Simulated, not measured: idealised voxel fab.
process module | voxel self aligned vias
cross-section cut | 220 nm wide | cells 5 nm
A cross-section is a grid of square cells, given in bands from the top down. A band is one or more rows of cells.
Each band's line starts with the height of the band's top and of its bottom, in nm. Then come its materials from left to right, each with its width in nm. One material with "throughout" fills the band from edge to edge. "air" is empty space.
Height 0 is the level under which the wafer as received is all one material. The lowest band goes on downwards, as in "0 down".
A width such as "30 to 40" changes by the same amount from each row of cells to the next, from the band's top row to its bottom row.
"no change" after a step means that no cell of the cross-section changed.
closed voids: empty space of 8 cells or more with no open way to the top, each as width x height at its distance from the left edge, in nm
after a step's settings: what the simulator itself notes on the step
overlay nm, on a step with a mask: how far to the right of its planned place the mask lay; to the left if negative
Each pair below shows a cross-section before one step and the cross-section after it, down to the lowest band that changed. The line under each pair gives the step between them, with its settings. The pairs can come from different runs of this module on the same starting wafer, so a pair continues from the pair above only where its "before" says so.
before
  70 to 65: air 50 | TiN 50 | air 15 | TiN 50 | air 55
  65 to 55: air 50 | TiN 5 | lowk 40 | TiN 5 | air 15 | TiN 5 | lowk 40 | TiN 5 | air 55
  55 to 50: TiN 55 | lowk 40 | TiN 25 | lowk 40 | TiN 60
  50 to 45: lowk 65 | SiN 20 | lowk 45 | SiN 20 | lowk 70
  45 to 25: lowk 65 | TiN 5 | W 10 | TiN 5 | lowk 45 | TiN 5 | W 10 | TiN 5 | lowk 70
  25 to 20: lowk 65 | TiN 20 | lowk 45 | TiN 20 | lowk 70
  20 to 15: SiCN throughout
  15 to 0: SiO2 throughout
  0 down: Si throughout
  closed voids: none
after
  75 to 70: Cu throughout
  70 to 65: Cu 50 | TiN 50 | Cu 15 | TiN 50 | Cu 55
  65 to 55: Cu 50 | TiN 5 | lowk 40 | TiN 5 | Cu 15 | TiN 5 | lowk 40 | TiN 5 | Cu 55
  below 55: unchanged
  closed voids: none
the step between: op FILL_DEP | material Cu | thk nm 5
before: the cross-section after the pair above
after
  65 to 55: Cu 50 | TiN 5 | lowk 40 | TiN 5 | Cu 15 | TiN 5 | lowk 40 | TiN 5 | Cu 55
  below 55: unchanged
  closed voids: none
the step between: op CMP | height nm 65
before: the cross-section after the pair above
after
  70 to 65: SiN throughout
  below 65: unchanged
  closed voids: none
the step between: op CONFORMAL_DEP | material SiN | thk nm 5
